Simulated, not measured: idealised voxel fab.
Name of the process module below: voxel wiring stack
The width of the displayed cross-section, cut, is 205 nm; its cells are square, with a size of 5 nm.
Each cross-section below is a grid of square cells, stated as bands in top-down order, with one or more rows of cells making up each band.
Band: top and bottom heights (nm) first, top before bottom; then materials from left to right, widths in nm. "edge to edge" marks a sole material filling the band edge to edge. "empty" denotes empty space.
It should be noted that heights are counted from 0, beneath which the wafer as supplied is of one material throughout, and that the lowest band possesses no lower boundary but continues downward, as written in "0..down".
The expression "30->40" gives the width at the extremes of the band, the first number at its top row of cells and the second at its bottom row, with the width changing by equal amounts from each row to the next in between.
"nothing different" (step): cross-section cells unchanged, all of them.
Look at "Fully sealed voids" for the closed voids: empty spaces with no open path to the top, sized 8 cells or up. Each is width x height at distance, distance from the left edge, all nm.
What comes after the settings on a step's line is commentary from the simulator itself on that step.
overlay nm: where the mask lay relative to plan, measured to the right, on steps with a mask; negatives go left.

[plan]
1: RECEIVE [material Si]
2: CONFORMAL_DEP [material SiO2] [thk nm 10]
3: DIRECTIONAL_DEP [material TiN] [thk nm 5]
4: DIRECTIONAL_DEP [material W] [thk nm 20]
5: PATTERN [tone cover] [mask id METAL_1] [material resist] [width nm 30] [pitch nm 50] [thk nm 20] [overlay nm 0]
6: DIRECTIONAL_ETCH [etch materials W] [depth nm 20]
7: DIRECTIONAL_ETCH [etch materials TiN] [depth nm 5]
8: STRIP [etch materials resist]
9: FILL_DEP [material SiO2] [thk nm 10]
10: CMP [height nm 35]
11: CONFORMAL_DEP [material SiCN] [thk nm 5]
12: DIRECTIONAL_DEP [material lowk] [thk nm 30]
13: PATTERN [tone open] [mask id METAL_2_HOLES] [material resist] [width nm 15] [pitch nm 50] [thk nm 20] [overlay nm 0]
14: DIRECTIONAL_ETCH [etch materials lowk] [depth nm 30]
15: STRIP [etch materials resist]
16: PATTERN [tone open] [mask id METAL_2] [material resist] [width nm 30] [pitch nm 50] [thk nm 15] [overlay nm 0]
17: DIRECTIONAL_ETCH [etch materials lowk] [depth nm 15]
18: DIRECTIONAL_ETCH [etch materials SiCN] [depth nm 5]
19: STRIP [etch materials resist]
20: CONFORMAL_DEP [material TiN] [thk nm 5]
21: FILL_DEP [material Ru] [thk nm 5]
22: CMP [height nm 70]
23: CONFORMAL_DEP [material SiCN] [thk nm 5]
24: DIRECTIONAL_DEP [material SiO2] [thk nm 25]
25: PATTERN [tone open] [mask id METAL_3_HOLES] [material resist] [width nm 15] [pitch nm 50] [thk nm 20] [overlay nm 0]
26: DIRECTIONAL_ETCH [etch materials SiO2] [depth nm 25]
27: STRIP [etch materials resist]
28: DIRECTIONAL_DEP [material aC] [thk nm 15]
29: PATTERN [tone open] [mask id METAL_3] [material resist] [width nm 30] [pitch nm 50] [thk nm 35] [overlay nm 0]
30: DIRECTIONAL_ETCH [etch materials aC] [depth nm 15]
31: STRIP [etch materials resist]
32: DIRECTIONAL_ETCH [etch materials SiO2] [depth nm 15]
33: DIRECTIONAL_ETCH [etch materials SiCN] [depth nm 5]
34: STRIP [etch materials aC]
35: CONFORMAL_DEP [material TiN] [thk nm 5]
36: FILL_DEP [material Cu] [thk nm 10]
37: CMP [height nm 100]
38: CONFORMAL_DEP [material SiCN] [thk nm 5]
39: DIRECTIONAL_DEP [material lowk] [thk nm 35]
40: DIRECTIONAL_DEP [material aC] [thk nm 15]
41: PATTERN [tone open] [mask id METAL_4] [material resist] [width nm 30] [pitch nm 50] [thk nm 30] [overlay nm 0]
42: DIRECTIONAL_ETCH [etch materials aC] [depth nm 15]
43: STRIP [etch materials resist]
44: DIRECTIONAL_ETCH [etch materials lowk] [depth nm 20]
45: STRIP [etch materials aC]
46: PATTERN [tone open] [mask id METAL_4_HOLES] [material resist] [width nm 15] [pitch nm 50] [thk nm 20] [overlay nm 0]
47: DIRECTIONAL_ETCH [etch materials lowk] [depth nm 15]
48: DIRECTIONAL_ETCH [etch materials SiCN] [depth nm 5]
49: STRIP [etch materials resist]
50: CONFORMAL_DEP [material TiN] [thk nm 5]
51: FILL_DEP [material Ru] [thk nm 5]
52: CMP [height nm 140]
53: CONFORMAL_DEP [material SiCN] [thk nm 5]

[Run as planned: first of two wafers]

[Wafer cross-section on receipt, i.e. after step 1]
- 0..down | Si edge to edge
- Fully sealed voids: none

[Step 2 done - wafer cross-section]
- 10..0 | SiO2 edge to edge
- Note: structure below 0 unchanged.

[Step 3 done - wafer cross-section]
- 15..10 | TiN edge to edge
- Note: structure below 10 unchanged.

[Step 4 done - wafer cross-section]
- 35..15 | W edge to edge
- Note: structure below 15 unchanged.

[Step 5 done - wafer cross-section]
- 55..35 | empty (60) | resist (30) | empty (20) | resist (30) | empty (65)
- Note: structure below 35 unchanged.

[Step 6 done - wafer cross-section]
- 55..35 | empty (60) | resist (30) | empty (20) | resist (30) | empty (65)
- 35..15 | empty (60) | W (30) | empty (20) | W (30) | empty (65)
- Note: structure below 15 unchanged.

[Step 7 done - wafer cross-section]
- 55..35 | empty (60) | resist (30) | empty (20) | resist (30) | empty (65)
- 35..15 | empty (60) | W (30) | empty (20) | W (30) | empty (65)
- 15..10 | empty (60) | TiN (30) | empty (20) | TiN (30) | empty (65)
- Note: structure below 10 unchanged.

[Step 8 done - wafer cross-section]
- 35..15 | empty (60) | W (30) | empty (20) | W (30) | empty (65)
- Note: structure below 15 unchanged.

[Step 9 done - wafer cross-section]
- 45..35 | SiO2 edge to edge
- 35..15 | SiO2 (60) | W (30) | SiO2 (20) | W (30) | SiO2 (65)
- 15..10 | SiO2 (60) | TiN (30) | SiO2 (20) | TiN (30) | SiO2 (65)
- Note: structure below 10 unchanged.

[Step 10 done - wafer cross-section]
- 35..15 | SiO2 (60) | W (30) | SiO2 (20) | W (30) | SiO2 (65)
- Note: structure below 15 unchanged.

[Step 11 done - wafer cross-section]
- 40..35 | SiCN edge to edge
- Note: structure below 35 unchanged.

[Step 12 done - wafer cross-section]
- 70..40 | lowk edge to edge
- Note: structure below 40 unchanged.

[Step 13 done - wafer cross-section]
- 90..70 | resist (60) | empty (15) | resist (35) | empty (15) | resist (80)
- Note: structure below 70 unchanged.

[Step 14 done - wafer cross-section]
- 90..70 | resist (60) | empty (15) | resist (35) | empty (15) | resist (80)
- 70..40 | lowk (60) | empty (15) | lowk (35) | empty (15) | lowk (80)
- Note: structure below 40 unchanged.

[Step 15 done - wafer cross-section]
- 70..40 | lowk (60) | empty (15) | lowk (35) | empty (15) | lowk (80)
- Note: structure below 40 unchanged.

[Step 16 done - wafer cross-section]
- 85..70 | resist (60) | empty (30) | resist (20) | empty (30) | resist (65)
- Note: structure below 70 unchanged.

[Step 17 done - wafer cross-section]
- 85..70 | resist (60) | empty (30) | resist (20) | empty (30) | resist (65)
- 70..55 | lowk (60) | empty (30) | lowk (20) | empty (30) | lowk (65)
- Note: structure below 55 unchanged.

[Step 18 done - wafer cross-section]
- 85..70 | resist (60) | empty (30) | resist (20) | empty (30) | resist (65)
- 70..55 | lowk (60) | empty (30) | lowk (20) | empty (30) | lowk (65)
- 55..40 | lowk (60) | empty (15) | lowk (35) | empty (15) | lowk (80)
- 40..35 | SiCN (60) | empty (15) | SiCN (35) | empty (15) | SiCN (80)
- Note: structure below 35 unchanged.

[Step 19 done - wafer cross-section]
- 70..55 | lowk (60) | empty (30) | lowk (20) | empty (30) | lowk (65)
- Note: structure below 55 unchanged.

[Step 20 done - wafer cross-section]
- 75..70 | TiN (65) | empty (20) | TiN (30) | empty (20) | TiN (70)
- 70..60 | lowk (60) | TiN (5) | empty (20) | TiN (5) | lowk (20) | TiN (5) | empty (20) | TiN (5) | lowk (65)
- 60..55 | lowk (60) | TiN (5) | empty (5) | TiN (20) | lowk (20) | TiN (5) | empty (5) | TiN (20) | lowk (65)
- 55..40 | lowk (60) | TiN (5) | empty (5) | TiN (5) | lowk (35) | TiN (5) | empty (5) | TiN (5) | lowk (80)
- 40..35 | SiCN (60) | TiN (15) | SiCN (35) | TiN (15) | SiCN (80)
- Note: structure below 35 unchanged.

[Step 21 done - wafer cross-section]
- 80..75 | Ru edge to edge
- 75..70 | TiN (65) | Ru (20) | TiN (30) | Ru (20) | TiN (70)
- 70..60 | lowk (60) | TiN (5) | Ru (20) | TiN (5) | lowk (20) | TiN (5) | Ru (20) | TiN (5) | lowk (65)
- 60..55 | lowk (60) | TiN (5) | Ru (5) | TiN (20) | lowk (20) | TiN (5) | Ru (5) | TiN (20) | lowk (65)
- 55..40 | lowk (60) | TiN (5) | Ru (5) | TiN (5) | lowk (35) | TiN (5) | Ru (5) | TiN (5) | lowk (80)
- Note: structure below 40 unchanged.

[Step 22 done - wafer cross-section]
- 70..60 | lowk (60) | TiN (5) | Ru (20) | TiN (5) | lowk (20) | TiN (5) | Ru (20) | TiN (5) | lowk (65)
- Note: structure below 60 unchanged.

[Step 23 done - wafer cross-section]
- 75..70 | SiCN edge to edge
- Note: structure below 70 unchanged.

[Step 24 done - wafer cross-section]
- 100..75 | SiO2 edge to edge
- Note: structure below 75 unchanged.

[Step 25 done - wafer cross-section]
- 120..100 | resist (60) | empty (15) | resist (35) | empty (15) | resist (80)
- Note: structure below 100 unchanged.

[Step 26 done - wafer cross-section]
- 120..100 | resist (60) | empty (15) | resist (35) | empty (15) | resist (80)
- 100..75 | SiO2 (60) | empty (15) | SiO2 (35) | empty (15) | SiO2 (80)
- Note: structure below 75 unchanged.

[Step 27 done - wafer cross-section]
- 100..75 | SiO2 (60) | empty (15) | SiO2 (35) | empty (15) | SiO2 (80)
- Note: structure below 75 unchanged.

[Step 28 done - wafer cross-section]
- 115..100 | aC (60) | empty (15) | aC (35) | empty (15) | aC (80)
- 100..90 | SiO2 (60) | empty (15) | SiO2 (35) | empty (15) | SiO2 (80)
- 90..75 | SiO2 (60) | aC (15) | SiO2 (35) | aC (15) | SiO2 (80)
- Note: structure below 75 unchanged.

[Step 29 done - wafer cross-section]
- 150..115 | resist (60) | empty (30) | resist (20) | empty (30) | resist (65)
- Note: structure below 115 unchanged.

[Step 30 done - wafer cross-section]
- 135..115 | resist (60) | empty (30) | resist (20) | empty (30) | resist (65)
- 115..100 | aC (60) | empty (30) | aC (20) | empty (30) | aC (65)
- 100..75 | SiO2 (60) | empty (15) | SiO2 (35) | empty (15) | SiO2 (80)
- Note: structure below 75 unchanged.

[Step 31 done - wafer cross-section]
- 115..100 | aC (60) | empty (30) | aC (20) | empty (30) | aC (65)
- Note: structure below 100 unchanged.

[Step 32 done - wafer cross-section]
- 115..100 | aC (60) | empty (30) | aC (20) | empty (30) | aC (65)
- 100..85 | SiO2 (60) | empty (30) | SiO2 (20) | empty (30) | SiO2 (65)
- Note: structure below 85 unchanged.

[Step 33 done - wafer cross-section]
- 115..100 | aC (60) | empty (30) | aC (20) | empty (30) | aC (65)
- 100..85 | SiO2 (60) | empty (30) | SiO2 (20) | empty (30) | SiO2 (65)
- 85..75 | SiO2 (60) | empty (15) | SiO2 (35) | empty (15) | SiO2 (80)
- 75..70 | SiCN (60) | empty (15) | SiCN (35) | empty (15) | SiCN (80)
- Note: structure below 70 unchanged.

[Step 34 done - wafer cross-section]
- 100..85 | SiO2 (60) | empty (30) | SiO2 (20) | empty (30) | SiO2 (65)
- Note: structure below 85 unchanged.

[Step 35 done - wafer cross-section]
- 105..100 | TiN (65) | empty (20) | TiN (30) | empty (20) | TiN (70)
- 100..90 | SiO2 (60) | TiN (5) | empty (20) | TiN (5) | SiO2 (20) | TiN (5) | empty (20) | TiN (5) | SiO2 (65)
- 90..85 | SiO2 (60) | TiN (5) | empty (5) | TiN (20) | SiO2 (20) | TiN (5) | empty (5) | TiN (20) | SiO2 (65)
- 85..75 | SiO2 (60) | TiN (5) | empty (5) | TiN (5) | SiO2 (35) | TiN (5) | empty (5) | TiN (5) | SiO2 (80)
- 75..70 | SiCN (60) | TiN (15) | SiCN (35) | TiN (15) | SiCN (80)
- Note: structure below 70 unchanged.

[Step 36 done - wafer cross-section]
- 115..105 | Cu edge to edge
- 105..100 | TiN (65) | Cu (20) | TiN (30) | Cu (20) | TiN (70)
- 100..90 | SiO2 (60) | TiN (5) | Cu (20) | TiN (5) | SiO2 (20) | TiN (5) | Cu (20) | TiN (5) | SiO2 (65)
- 90..85 | SiO2 (60) | TiN (5) | Cu (5) | TiN (20) | SiO2 (20) | TiN (5) | Cu (5) | TiN (20) | SiO2 (65)
- 85..75 | SiO2 (60) | TiN (5) | Cu (5) | TiN (5) | SiO2 (35) | TiN (5) | Cu (5) | TiN (5) | SiO2 (80)
- Note: structure below 75 unchanged.

[Step 37 done - wafer cross-section]
- 100..90 | SiO2 (60) | TiN (5) | Cu (20) | TiN (5) | SiO2 (20) | TiN (5) | Cu (20) | TiN (5) | SiO2 (65)
- Note: structure below 90 unchanged.

[Step 38 done - wafer cross-section]
- 105..100 | SiCN edge to edge
- Note: structure below 100 unchanged.

[Step 39 done - wafer cross-section]
- 140..105 | lowk edge to edge
- Note: structure below 105 unchanged.

[Step 40 done - wafer cross-section]
- 155..140 | aC edge to edge
- Note: structure below 140 unchanged.

[Step 41 done - wafer cross-section]
- 185..155 | resist (60) | empty (30) | resist (20) | empty (30) | resist (65)
- Note: structure below 155 unchanged.

[Step 42 done - wafer cross-section]
- 170..155 | resist (60) | empty (30) | resist (20) | empty (30) | resist (65)
- 155..140 | aC (60) | empty (30) | aC (20) | empty (30) | aC (65)
- Note: structure below 140 unchanged.

[Step 43 done - wafer cross-section]
- 155..140 | aC (60) | empty (30) | aC (20) | empty (30) | aC (65)
- Note: structure below 140 unchanged.

[Step 44 done - wafer cross-section]
- 155..140 | aC (60) | empty (30) | aC (20) | empty (30) | aC (65)
- 140..120 | lowk (60) | empty (30) | lowk (20) | empty (30) | lowk (65)
- Note: structure below 120 unchanged.

[Step 45 done - wafer cross-section]
- 140..120 | lowk (60) | empty (30) | lowk (20) | empty (30) | lowk (65)
- Note: structure below 120 unchanged.

[Step 46 done - wafer cross-section]
- 160..140 | resist (60) | empty (15) | resist (35) | empty (15) | resist (80)
- 140..120 | lowk (60) | empty (15) | resist (15) | lowk (20) | empty (15) | resist (15) | lowk (65)
- Note: structure below 120 unchanged.

[Step 47 done - wafer cross-section]
- 160..140 | resist (60) | empty (15) | resist (35) | empty (15) | resist (80)
- 140..120 | lowk (60) | empty (15) | resist (15) | lowk (20) | empty (15) | resist (15) | lowk (65)
- 120..105 | lowk (60) | empty (15) | lowk (35) | empty (15) | lowk (80)
- Note: structure below 105 unchanged.

[Step 48 done - wafer cross-section]
- 160..140 | resist (60) | empty (15) | resist (35) | empty (15) | resist (80)
- 140..120 | lowk (60) | empty (15) | resist (15) | lowk (20) | empty (15) | resist (15) | lowk (65)
- 120..105 | lowk (60) | empty (15) | lowk (35) | empty (15) | lowk (80)
- 105..100 | SiCN (60) | empty (15) | SiCN (35) | empty (15) | SiCN (80)
- Note: structure below 100 unchanged.

[Step 49 done - wafer cross-section]
- 140..120 | lowk (60) | empty (30) | lowk (20) | empty (30) | lowk (65)
- Note: structure below 120 unchanged.

[Step 50 done - wafer cross-section]
- 145..140 | TiN (65) | empty (20) | TiN (30) | empty (20) | TiN (70)
- 140..125 | lowk (60) | TiN (5) | empty (20) | TiN (5) | lowk (20) | TiN (5) | empty (20) | TiN (5) | lowk (65)
- 125..120 | lowk (60) | TiN (5) | empty (5) | TiN (20) | lowk (20) | TiN (5) | empty (5) | TiN (20) | lowk (65)
- 120..105 | lowk (60) | TiN (5) | empty (5) | TiN (5) | lowk (35) | TiN (5) | empty (5) | TiN (5) | lowk (80)
- 105..100 | SiCN (60) | TiN (15) | SiCN (35) | TiN (15) | SiCN (80)
- Note: structure below 100 unchanged.

[Step 51 done - wafer cross-section]
- 150..145 | Ru edge to edge
- 145..140 | TiN (65) | Ru (20) | TiN (30) | Ru (20) | TiN (70)
- 140..125 | lowk (60) | TiN (5) | Ru (20) | TiN (5) | lowk (20) | TiN (5) | Ru (20) | TiN (5) | lowk (65)
- 125..120 | lowk (60) | TiN (5) | Ru (5) | TiN (20) | lowk (20) | TiN (5) | Ru (5) | TiN (20) | lowk (65)
- 120..105 | lowk (60) | TiN (5) | Ru (5) | TiN (5) | lowk (35) | TiN (5) | Ru (5) | TiN (5) | lowk (80)
- Note: structure below 105 unchanged.

[Step 52 done - wafer cross-section]
- 140..125 | lowk (60) | TiN (5) | Ru (20) | TiN (5) | lowk (20) | TiN (5) | Ru (20) | TiN (5) | lowk (65)
- Note: structure below 125 unchanged.

[Step 53 done - wafer cross-section]
- 145..140 | SiCN edge to edge
- Note: structure below 140 unchanged.

[Now the other wafer: same start, same recipe, but we messed up one thing when running it. Up to and including step 24 it's the same as the first one]

[What the second wafer looks like in cross-section when step 25 should have wrapped up]
- 120..100 | resist (60) | empty (20) | resist (30) | empty (20) | resist (75)
- Note: structure below 100 unchanged.

[What the second wafer looks like in cross-section when step 26 should have wrapped up]
- 120..100 | resist (60) | empty (20) | resist (30) | empty (20) | resist (75)
- 100..75 | SiO2 (60) | empty (20) | SiO2 (30) | empty (20) | SiO2 (75)
- Note: structure below 75 unchanged.

[What the second wafer looks like in cross-section when step 27 should have wrapped up]
- 100..75 | SiO2 (60) | empty (20) | SiO2 (30) | empty (20) | SiO2 (75)
- Note: structure below 75 unchanged.

[What the second wafer looks like in cross-section when step 28 should have wrapped up]
- 115..100 | aC (60) | empty (20) | aC (30) | empty (20) | aC (75)
- 100..90 | SiO2 (60) | empty (20) | SiO2 (30) | empty (20) | SiO2 (75)
- 90..75 | SiO2 (60) | aC (20) | SiO2 (30) | aC (20) | SiO2 (75)
- Note: structure below 75 unchanged.

[What the second wafer looks like in cross-section when step 29 should have wrapped up]
- 150..115 | resist (60) | empty (30) | resist (20) | empty (30) | resist (65)
- Note: structure below 115 unchanged.

[What the second wafer looks like in cross-section when step 30 should have wrapped up]
- 135..115 | resist (60) | empty (30) | resist (20) | empty (30) | resist (65)
- 115..100 | aC (60) | empty (30) | aC (20) | empty (30) | aC (65)
- 100..75 | SiO2 (60) | empty (20) | SiO2 (30) | empty (20) | SiO2 (75)
- Note: structure below 75 unchanged.

[What the second wafer looks like in cross-section when step 31 should have wrapped up]
- 115..100 | aC (60) | empty (30) | aC (20) | empty (30) | aC (65)
- Note: structure below 100 unchanged.

[What the second wafer looks like in cross-section when step 32 should have wrapped up]
- 115..100 | aC (60) | empty (30) | aC (20) | empty (30) | aC (65)
- 100..85 | SiO2 (60) | empty (30) | SiO2 (20) | empty (30) | SiO2 (65)
- Note: structure below 85 unchanged.

[What the second wafer looks like in cross-section when step 33 should have wrapped up]
- 115..100 | aC (60) | empty (30) | aC (20) | empty (30) | aC (65)
- 100..85 | SiO2 (60) | empty (30) | SiO2 (20) | empty (30) | SiO2 (65)
- 85..75 | SiO2 (60) | empty (20) | SiO2 (30) | empty (20) | SiO2 (75)
- 75..70 | SiCN (60) | empty (20) | SiCN (30) | empty (20) | SiCN (75)
- Note: structure below 70 unchanged.

[What the second wafer looks like in cross-section when step 34 should have wrapped up]
- 100..85 | SiO2 (60) | empty (30) | SiO2 (20) | empty (30) | SiO2 (65)
- Note: structure below 85 unchanged.

[What the second wafer looks like in cross-section when step 35 should have wrapped up]
- 105..100 | TiN (65) | empty (20) | TiN (30) | empty (20) | TiN (70)
- 100..90 | SiO2 (60) | TiN (5) | empty (20) | TiN (5) | SiO2 (20) | TiN (5) | empty (20) | TiN (5) | SiO2 (65)
- 90..85 | SiO2 (60) | TiN (5) | empty (10) | TiN (15) | SiO2 (20) | TiN (5) | empty (10) | TiN (15) | SiO2 (65)
- 85..75 | SiO2 (60) | TiN (5) | empty (10) | TiN (5) | SiO2 (30) | TiN (5) | empty (10) | TiN (5) | SiO2 (75)
- 75..70 | SiCN (60) | TiN (20) | SiCN (30) | TiN (20) | SiCN (75)
- Note: structure below 70 unchanged.

[What the second wafer looks like in cross-section when step 36 should have wrapped up]
- 115..105 | Cu edge to edge
- 105..100 | TiN (65) | Cu (20) | TiN (30) | Cu (20) | TiN (70)
- 100..90 | SiO2 (60) | TiN (5) | Cu (20) | TiN (5) | SiO2 (20) | TiN (5) | Cu (20) | TiN (5) | SiO2 (65)
- 90..85 | SiO2 (60) | TiN (5) | Cu (10) | TiN (15) | SiO2 (20) | TiN (5) | Cu (10) | TiN (15) | SiO2 (65)
- 85..75 | SiO2 (60) | TiN (5) | Cu (10) | TiN (5) | SiO2 (30) | TiN (5) | Cu (10) | TiN (5) | SiO2 (75)
- Note: structure below 75 unchanged.

[What the second wafer looks like in cross-section when step 37 should have wrapped up]
- 100..90 | SiO2 (60) | TiN (5) | Cu (20) | TiN (5) | SiO2 (20) | TiN (5) | Cu (20) | TiN (5) | SiO2 (65)
- Note: structure below 90 unchanged.

[What the second wafer looks like in cross-section when step 38 should have wrapped up]
- 105..100 | SiCN edge to edge
- Note: structure below 100 unchanged.

[What the second wafer looks like in cross-section when step 39 should have wrapped up]
- 140..105 | lowk edge to edge
- Note: structure below 105 unchanged.

[What the second wafer looks like in cross-section when step 40 should have wrapped up]
- 155..140 | aC edge to edge
- Note: structure below 140 unchanged.

[What the second wafer looks like in cross-section when step 41 should have wrapped up]
- 185..155 | resist (60) | empty (30) | resist (20) | empty (30) | resist (65)
- Note: structure below 155 unchanged.

[What the second wafer looks like in cross-section when step 42 should have wrapped up]
- 170..155 | resist (60) | empty (30) | resist (20) | empty (30) | resist (65)
- 155..140 | aC (60) | empty (30) | aC (20) | empty (30) | aC (65)
- Note: structure below 140 unchanged.

[What the second wafer looks like in cross-section when step 43 should have wrapped up]
- 155..140 | aC (60) | empty (30) | aC (20) | empty (30) | aC (65)
- Note: structure below 140 unchanged.

[What the second wafer looks like in cross-section when step 44 should have wrapped up]
- 155..140 | aC (60) | empty (30) | aC (20) | empty (30) | aC (65)
- 140..120 | lowk (60) | empty (30) | lowk (20) | empty (30) | lowk (65)
- Note: structure below 120 unchanged.

[What the second wafer looks like in cross-section when step 45 should have wrapped up]
- 140..120 | lowk (60) | empty (30) | lowk (20) | empty (30) | lowk (65)
- Note: structure below 120 unchanged.

[What the second wafer looks like in cross-section when step 46 should have wrapped up]
- 160..140 | resist (60) | empty (15) | resist (35) | empty (15) | resist (80)
- 140..120 | lowk (60) | empty (15) | resist (15) | lowk (20) | empty (15) | resist (15) | lowk (65)
- Note: structure below 120 unchanged.

[What the second wafer looks like in cross-section when step 47 should have wrapped up]
- 160..140 | resist (60) | empty (15) | resist (35) | empty (15) | resist (80)
- 140..120 | lowk (60) | empty (15) | resist (15) | lowk (20) | empty (15) | resist (15) | lowk (65)
- 120..105 | lowk (60) | empty (15) | lowk (35) | empty (15) | lowk (80)
- Note: structure below 105 unchanged.

[What the second wafer looks like in cross-section when step 48 should have wrapped up]
- 160..140 | resist (60) | empty (15) | resist (35) | empty (15) | resist (80)
- 140..120 | lowk (60) | empty (15) | resist (15) | lowk (20) | empty (15) | resist (15) | lowk (65)
- 120..105 | lowk (60) | empty (15) | lowk (35) | empty (15) | lowk (80)
- 105..100 | SiCN (60) | empty (15) | SiCN (35) | empty (15) | SiCN (80)
- Note: structure below 100 unchanged.

[What the second wafer looks like in cross-section when step 49 should have wrapped up]
- 140..120 | lowk (60) | empty (30) | lowk (20) | empty (30) | lowk (65)
- Note: structure below 120 unchanged.

[What the second wafer looks like in cross-section when step 50 should have wrapped up]
- 145..140 | TiN (65) | empty (20) | TiN (30) | empty (20) | TiN (70)
- 140..125 | lowk (60) | TiN (5) | empty (20) | TiN (5) | lowk (20) | TiN (5) | empty (20) | TiN (5) | lowk (65)
- 125..120 | lowk (60) | TiN (5) | empty (5) | TiN (20) | lowk (20) | TiN (5) | empty (5) | TiN (20) | lowk (65)
- 120..105 | lowk (60) | TiN (5) | empty (5) | TiN (5) | lowk (35) | TiN (5) | empty (5) | TiN (5) | lowk (80)
- 105..100 | SiCN (60) | TiN (15) | SiCN (35) | TiN (15) | SiCN (80)
- Note: structure below 100 unchanged.

[What the second wafer looks like in cross-section when step 51 should have wrapped up]
- 150..145 | Ru edge to edge
- 145..140 | TiN (65) | Ru (20) | TiN (30) | Ru (20) | TiN (70)
- 140..125 | lowk (60) | TiN (5) | Ru (20) | TiN (5) | lowk (20) | TiN (5) | Ru (20) | TiN (5) | lowk (65)
- 125..120 | lowk (60) | TiN (5) | Ru (5) | TiN (20) | lowk (20) | TiN (5) | Ru (5) | TiN (20) | lowk (65)
- 120..105 | lowk (60) | TiN (5) | Ru (5) | TiN (5) | lowk (35) | TiN (5) | Ru (5) | TiN (5) | lowk (80)
- Note: structure below 105 unchanged.

[What the second wafer looks like in cross-section when step 52 should have wrapped up]
- 140..125 | lowk (60) | TiN (5) | Ru (20) | TiN (5) | lowk (20) | TiN (5) | Ru (20) | TiN (5) | lowk (65)
- Note: structure below 125 unchanged.

[What the second wafer looks like in cross-section when step 53 should have wrapped up]
- 145..140 | SiCN edge to edge
- Note: structure below 140 unchanged.
Diagnosis: it should be noted that step 25 was executed with settings other than those planned, the operation and settings actually applied being PATTERN [tone open] [mask id METAL_3_HOLES] [material resist] [width nm 20] [pitch nm 50] [thk nm 20] [overlay nm 0]
The second wafer ends with more or fewer cells of some materials than the first, per final count: Cu: 6 more, SiCN: 2 fewer, SiO2: 4 fewer
